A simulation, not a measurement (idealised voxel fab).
process module | voxel spacer lines
cross-section cut | 225 nm wide | cells 5 nm
A cross-section is a grid of square cells, given in bands from the top down. A band is one or more rows of cells.
Each band's line starts with the height of the band's top and of its bottom, in nm. Then come its materials from left to right, each with its width in nm. One material with "throughout" fills the band from edge to edge. "air" is empty space.
Height 0 is the level under which the wafer as received is all one material. The lowest band goes on downwards, as in "0 down".
A width such as "30 to 40" changes by the same amount from each row of cells to the next, from the band's top row to its bottom row.
"no change" after a step means that no cell of the cross-section changed.
closed voids: empty space of 8 cells or more with no open way to the top, each as width x height at its distance from the left edge, in nm
after a step's settings: what the simulator itself notes on the step
overlay nm, on a step with a mask: how far to the right of its planned place the mask lay; to the left if negative
plan
1 op RECEIVE | material Si
2 op CONFORMAL_DEP | material SiO2 | thk nm 10
3 op DIRECTIONAL_DEP | material TiN | thk nm 10
4 op DIRECTIONAL_DEP | material polySi | thk nm 20
5 op PATTERN | tone cover | mask id MANDREL | material resist | width nm 20 | pitch nm 70 | thk nm 30 | overlay nm 0
6 op DIRECTIONAL_ETCH | etch materials polySi | depth nm 20
7 op STRIP | etch materials resist
8 op CONFORMAL_DEP | material SiN | thk nm 15
9 op DIRECTIONAL_ETCH | etch materials SiN | depth nm 15
10 op STRIP | etch materials polySi
11 op DIRECTIONAL_ETCH | etch materials TiN | depth nm 10
12 op STRIP | etch materials SiN
first wafer, as planned
as received, after step 1
  0 down: Si throughout
  closed voids: none
after step 2
  10 to 0: SiO2 throughout
  below 0: unchanged
after step 3
  20 to 10: TiN throughout
  below 10: unchanged
after step 4
  40 to 20: polySi throughout
  below 20: unchanged
after step 5
  70 to 40: air 30 | resist 20 | air 50 | resist 20 | air 50 | resist 20 | air 35
  below 40: unchanged
after step 6
  70 to 40: air 30 | resist 20 | air 50 | resist 20 | air 50 | resist 20 | air 35
  40 to 20: air 30 | polySi 20 | air 50 | polySi 20 | air 50 | polySi 20 | air 35
  below 20: unchanged
after step 7
  40 to 20: air 30 | polySi 20 | air 50 | polySi 20 | air 50 | polySi 20 | air 35
  below 20: unchanged
after step 8
  55 to 40: air 15 | SiN 50 | air 20 | SiN 50 | air 20 | SiN 50 | air 20
  40 to 35: air 15 | SiN 15 | polySi 20 | SiN 15 | air 20 | SiN 15 | polySi 20 | SiN 15 | air 20 | SiN 15 | polySi 20 | SiN 15 | air 20
  35 to 20: SiN 30 | polySi 20 | SiN 50 | polySi 20 | SiN 50 | polySi 20 | SiN 35
  below 20: unchanged
after step 9
  40 to 20: air 15 | SiN 15 | polySi 20 | SiN 15 | air 20 | SiN 15 | polySi 20 | SiN 15 | air 20 | SiN 15 | polySi 20 | SiN 15 | air 20
  below 20: unchanged
after step 10
  40 to 20: air 15 | SiN 15 | air 20 | SiN 15 | air 20 | SiN 15 | air 20 | SiN 15 | air 20 | SiN 15 | air 20 | SiN 15 | air 20
  below 20: unchanged
after step 11
  40 to 20: air 15 | SiN 15 | air 20 | SiN 15 | air 20 | SiN 15 | air 20 | SiN 15 | air 20 | SiN 15 | air 20 | SiN 15 | air 20
  20 to 10: air 15 | TiN 15 | air 20 | TiN 15 | air 20 | TiN 15 | air 20 | TiN 15 | air 20 | TiN 15 | air 20 | TiN 15 | air 20
  below 10: unchanged
after step 12
  20 to 10: air 15 | TiN 15 | air 20 | TiN 15 | air 20 | TiN 15 | air 20 | TiN 15 | air 20 | TiN 15 | air 20 | TiN 15 | air 20
  below 10: unchanged
second wafer: like start, like plan, one mistake. Through step 1 it matches the first wafer
when step 2 should have ended: no change
when step 3 should have ended
  10 to 0: TiN throughout
  below 0: unchanged
when step 4 should have ended
  30 to 10: polySi throughout
  below 10: unchanged
when step 5 should have ended
  60 to 30: air 30 | resist 20 | air 50 | resist 20 | air 50 | resist 20 | air 35
  below 30: unchanged
when step 6 should have ended
  60 to 30: air 30 | resist 20 | air 50 | resist 20 | air 50 | resist 20 | air 35
  30 to 10: air 30 | polySi 20 | air 50 | polySi 20 | air 50 | polySi 20 | air 35
  below 10: unchanged
when step 7 should have ended
  30 to 10: air 30 | polySi 20 | air 50 | polySi 20 | air 50 | polySi 20 | air 35
  below 10: unchanged
when step 8 should have ended
  45 to 30: air 15 | SiN 50 | air 20 | SiN 50 | air 20 | SiN 50 | air 20
  30 to 25: air 15 | SiN 15 | polySi 20 | SiN 15 | air 20 | SiN 15 | polySi 20 | SiN 15 | air 20 | SiN 15 | polySi 20 | SiN 15 | air 20
  25 to 10: SiN 30 | polySi 20 | SiN 50 | polySi 20 | SiN 50 | polySi 20 | SiN 35
  below 10: unchanged
when step 9 should have ended
  30 to 10: air 15 | SiN 15 | polySi 20 | SiN 15 | air 20 | SiN 15 | polySi 20 | SiN 15 | air 20 | SiN 15 | polySi 20 | SiN 15 | air 20
  below 10: unchanged
when step 10 should have ended
  30 to 10: air 15 | SiN 15 | air 20 | SiN 15 | air 20 | SiN 15 | air 20 | SiN 15 | air 20 | SiN 15 | air 20 | SiN 15 | air 20
  below 10: unchanged
when step 11 should have ended
  30 to 10: air 15 | SiN 15 | air 20 | SiN 15 | air 20 | SiN 15 | air 20 | SiN 15 | air 20 | SiN 15 | air 20 | SiN 15 | air 20
  10 to 0: air 15 | TiN 15 | air 20 | TiN 15 | air 20 | TiN 15 | air 20 | TiN 15 | air 20 | TiN 15 | air 20 | TiN 15 | air 20
  below 0: unchanged
when step 12 should have ended
  10 to 0: air 15 | TiN 15 | air 20 | TiN 15 | air 20 | TiN 15 | air 20 | TiN 15 | air 20 | TiN 15 | air 20 | TiN 15 | air 20
  below 0: unchanged
what went wrong: step 2 was left out
at the end the second wafer has, in cells: 90 fewer of SiO2
